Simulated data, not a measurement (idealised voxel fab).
The following is a process module called voxel self aligned vias.
Cross-sectional view cut (width: 235 nm; square cell size: 5 nm).
Just so we're on the same page, the cross-sections are grids of square cells, and they're listed out in bands top to bottom, each band one or more rows deep.
Band: top height; bottom height; in nm. Then, left to right: material with width in nm, for each material. "full width": a single material spanning edge to edge. "blank": empty space.
Height datum 0, below which the as-received substrate wafer is one material. Lowest band open at the bottom, running downward: "0 nm and below".
With a width like "30->40", each row of cells in the band differs from the next by the same amount, the top row carrying the first number and the bottom row the second.
"nothing got changed" (step): cross-section cells unchanged, all of them.
So "Voids, fully enclosed" is basically the list of trapped voids: any empty space of 8 cells or more that can't reach the top through an opening. They're written width x height at distance, the distance being from the left edge, and it's all nm.
Past the settings on a step's line: simulator remark, on that step.
When a step includes a mask, the "overlay nm" setting on its line states how far to the right of its planned place that mask lay, and negative values state how far to the left.

**Planned process steps**
1) RECEIVE [material Si]
2) CONFORMAL_DEP [material SiO2] [thk nm 10]
3) CONFORMAL_DEP [material SiCN] [thk nm 5]
4) DIRECTIONAL_DEP [material lowk] [thk nm 30]
5) PATTERN [tone open] [mask id LINES] [material resist] [width nm 25] [pitch nm 65] [thk nm 15] [overlay nm 0]
6) DIRECTIONAL_ETCH [etch materials lowk] [depth nm 30]
7) STRIP [etch materials resist]
8) CONFORMAL_DEP [material TiN] [thk nm 5]
9) FILL_DEP [material Ru] [thk nm 5]
10) CMP [height nm 45]
11) SELECTIVE_ETCH [etch materials W Ru TiN] [depth nm 5]
12) FILL_DEP [material SiN] [thk nm 5]
13) CMP [height nm 45]
14) DIRECTIONAL_DEP [material lowk] [thk nm 20]
15) MASKED_ETCH [tone open] [mask id VIAS] [width nm 35] [pitch nm 65] [etch materials lowk] [depth nm 20] [overlay nm 0]
16) MASKED_ETCH [tone open] [mask id VIAS] [width nm 35] [pitch nm 65] [etch materials SiN] [depth nm 5] [overlay nm 0]
17) CONFORMAL_DEP [material TiN] [thk nm 5]
18) FILL_DEP [material W] [thk nm 10]
19) CMP [height nm 65]
20) CONFORMAL_DEP [material SiN] [thk nm 5]

**Run as planned: first of two wafers**

**As-received wafer cross-section (after step 1)**
0 nm and below | Si full width
Voids, fully enclosed: none

**Once step 2 is through, the wafer looks like this in cross-section**
10 nm to 0 nm | SiO2 full width
Under the height 0 nothing was changed.

**Once step 3 is through, the wafer looks like this in cross-section**
15 nm to 10 nm | SiCN full width
Under the height 10 nothing was changed.

**Once step 4 is through, the wafer looks like this in cross-section**
45 nm to 15 nm | lowk full width
Under the height 15 nothing was changed.

**Once step 5 is through, the wafer looks like this in cross-section**
60 nm to 45 nm | resist 40, then blank 25, then resist 40, then blank 25, then resist 40, then blank 25, then resist 40
Under the height 45 nothing was changed.

**Once step 6 is through, the wafer looks like this in cross-section**
60 nm to 45 nm | resist 40, then blank 25, then resist 40, then blank 25, then resist 40, then blank 25, then resist 40
45 nm to 15 nm | lowk 40, then blank 25, then lowk 40, then blank 25, then lowk 40, then blank 25, then lowk 40
Under the height 15 nothing was changed.

**Once step 7 is through, the wafer looks like this in cross-section**
45 nm to 15 nm | lowk 40, then blank 25, then lowk 40, then blank 25, then lowk 40, then blank 25, then lowk 40
Under the height 15 nothing was changed.

**Once step 8 is through, the wafer looks like this in cross-section**
50 nm to 45 nm | TiN 45, then blank 15, then TiN 50, then blank 15, then TiN 50, then blank 15, then TiN 45
45 nm to 20 nm | lowk 40, then TiN 5, then blank 15, then TiN 5, then lowk 40, then TiN 5, then blank 15, then TiN 5, then lowk 40, then TiN 5, then blank 15, then TiN 5, then lowk 40
20 nm to 15 nm | lowk 40, then TiN 25, then lowk 40, then TiN 25, then lowk 40, then TiN 25, then lowk 40
Under the height 15 nothing was changed.

**Once step 9 is through, the wafer looks like this in cross-section**
55 nm to 50 nm | Ru full width
50 nm to 45 nm | TiN 45, then Ru 15, then TiN 50, then Ru 15, then TiN 50, then Ru 15, then TiN 45
45 nm to 20 nm | lowk 40, then TiN 5, then Ru 15, then TiN 5, then lowk 40, then TiN 5, then Ru 15, then TiN 5, then lowk 40, then TiN 5, then Ru 15, then TiN 5, then lowk 40
Under the height 20 nothing was changed.

**Once step 10 is through, the wafer looks like this in cross-section**
45 nm to 20 nm | lowk 40, then TiN 5, then Ru 15, then TiN 5, then lowk 40, then TiN 5, then Ru 15, then TiN 5, then lowk 40, then TiN 5, then Ru 15, then TiN 5, then lowk 40
Under the height 20 nothing was changed.

**Once step 11 is through, the wafer looks like this in cross-section**
45 nm to 40 nm | lowk 40, then blank 25, then lowk 40, then blank 25, then lowk 40, then blank 25, then lowk 40
Under the height 40 nothing was changed.

**Once step 12 is through, the wafer looks like this in cross-section**
50 nm to 45 nm | SiN full width
45 nm to 40 nm | lowk 40, then SiN 25, then lowk 40, then SiN 25, then lowk 40, then SiN 25, then lowk 40
Under the height 40 nothing was changed.

**Once step 13 is through, the wafer looks like this in cross-section**
45 nm to 40 nm | lowk 40, then SiN 25, then lowk 40, then SiN 25, then lowk 40, then SiN 25, then lowk 40
Under the height 40 nothing was changed.

**Once step 14 is through, the wafer looks like this in cross-section**
65 nm to 45 nm | lowk full width
Under the height 45 nothing was changed.

**Once step 15 is through, the wafer looks like this in cross-section**
65 nm to 45 nm | lowk 35, then blank 35, then lowk 30, then blank 35, then lowk 30, then blank 35, then lowk 35
Under the height 45 nothing was changed.

**Once step 16 is through, the wafer looks like this in cross-section**
65 nm to 45 nm | lowk 35, then blank 35, then lowk 30, then blank 35, then lowk 30, then blank 35, then lowk 35
45 nm to 40 nm | lowk 40, then blank 25, then lowk 40, then blank 25, then lowk 40, then blank 25, then lowk 40
Under the height 40 nothing was changed.

**Once step 17 is through, the wafer looks like this in cross-section**
70 nm to 65 nm | TiN 40, then blank 25, then TiN 40, then blank 25, then TiN 40, then blank 25, then TiN 40
65 nm to 50 nm | lowk 35, then TiN 5, then blank 25, then TiN 5, then lowk 30, then TiN 5, then blank 25, then TiN 5, then lowk 30, then TiN 5, then blank 25, then TiN 5, then lowk 35
50 nm to 45 nm | lowk 35, then TiN 10, then blank 15, then TiN 10, then lowk 30, then TiN 10, then blank 15, then TiN 10, then lowk 30, then TiN 10, then blank 15, then TiN 10, then lowk 35
45 nm to 40 nm | lowk 40, then TiN 25, then lowk 40, then TiN 25, then lowk 40, then TiN 25, then lowk 40
Under the height 40 nothing was changed.

**Once step 18 is through, the wafer looks like this in cross-section**
80 nm to 70 nm | W full width
70 nm to 65 nm | TiN 40, then W 25, then TiN 40, then W 25, then TiN 40, then W 25, then TiN 40
65 nm to 50 nm | lowk 35, then TiN 5, then W 25, then TiN 5, then lowk 30, then TiN 5, then W 25, then TiN 5, then lowk 30, then TiN 5, then W 25, then TiN 5, then lowk 35
50 nm to 45 nm | lowk 35, then TiN 10, then W 15, then TiN 10, then lowk 30, then TiN 10, then W 15, then TiN 10, then lowk 30, then TiN 10, then W 15, then TiN 10, then lowk 35
Under the height 45 nothing was changed.

**Once step 19 is through, the wafer looks like this in cross-section**
65 nm to 50 nm | lowk 35, then TiN 5, then W 25, then TiN 5, then lowk 30, then TiN 5, then W 25, then TiN 5, then lowk 30, then TiN 5, then W 25, then TiN 5, then lowk 35
Under the height 50 nothing was changed.

**Once step 20 is through, the wafer looks like this in cross-section**
70 nm to 65 nm | SiN full width
Under the height 65 nothing was changed.

**Regarding the second of the two wafers: it shared the first wafer's starting condition and process plan, yet one error occurred during its execution. Its history coincides with that of the first wafer up to and including step 14**

**Cross-section: second wafer, time at which step 15 was scheduled to end**
65 nm to 45 nm | lowk 35, then blank 35, then lowk 30, then blank 35, then lowk 30, then blank 35, then lowk 35
45 nm to 40 nm | lowk 35, then blank 5, then SiN 25, then blank 5, then lowk 30, then blank 5, then SiN 25, then blank 5, then lowk 30, then blank 5, then SiN 25, then blank 5, then lowk 35
40 nm to 25 nm | lowk 35, then blank 5, then TiN 5, then Ru 15, then TiN 5, then blank 5, then lowk 30, then blank 5, then TiN 5, then Ru 15, then TiN 5, then blank 5, then lowk 30, then blank 5, then TiN 5, then Ru 15, then TiN 5, then blank 5, then lowk 35
Under the height 25 nothing was changed.

**Cross-section: second wafer, time at which step 16 was scheduled to end**
65 nm to 40 nm | lowk 35, then blank 35, then lowk 30, then blank 35, then lowk 30, then blank 35, then lowk 35
Under the height 40 nothing was changed.

**Cross-section: second wafer, time at which step 17 was scheduled to end**
70 nm to 65 nm | TiN 40, then blank 25, then TiN 40, then blank 25, then TiN 40, then blank 25, then TiN 40
65 nm to 45 nm | lowk 35, then TiN 5, then blank 25, then TiN 5, then lowk 30, then TiN 5, then blank 25, then TiN 5, then lowk 30, then TiN 5, then blank 25, then TiN 5, then lowk 35
45 nm to 40 nm | lowk 35, then TiN 35, then lowk 30, then TiN 35, then lowk 30, then TiN 35, then lowk 35
40 nm to 25 nm | lowk 35, then TiN 10, then Ru 15, then TiN 10, then lowk 30, then TiN 10, then Ru 15, then TiN 10, then lowk 30, then TiN 10, then Ru 15, then TiN 10, then lowk 35
Under the height 25 nothing was changed.

**Cross-section: second wafer, time at which step 18 was scheduled to end**
80 nm to 70 nm | W full width
70 nm to 65 nm | TiN 40, then W 25, then TiN 40, then W 25, then TiN 40, then W 25, then TiN 40
65 nm to 45 nm | lowk 35, then TiN 5, then W 25, then TiN 5, then lowk 30, then TiN 5, then W 25, then TiN 5, then lowk 30, then TiN 5, then W 25, then TiN 5, then lowk 35
Under the height 45 nothing was changed.

**Cross-section: second wafer, time at which step 19 was scheduled to end**
65 nm to 45 nm | lowk 35, then TiN 5, then W 25, then TiN 5, then lowk 30, then TiN 5, then W 25, then TiN 5, then lowk 30, then TiN 5, then W 25, then TiN 5, then lowk 35
Under the height 45 nothing was changed.

**Cross-section: second wafer, time at which step 20 was scheduled to end**
70 nm to 65 nm | SiN full width
Under the height 65 nothing was changed.
Where did the run depart from the plan? step 15, plan: ran twice
FYI, end of process, the second wafer has more or fewer cells of some materials than the first: TiN: 18 more, W: 6 more, lowk: 24 fewer
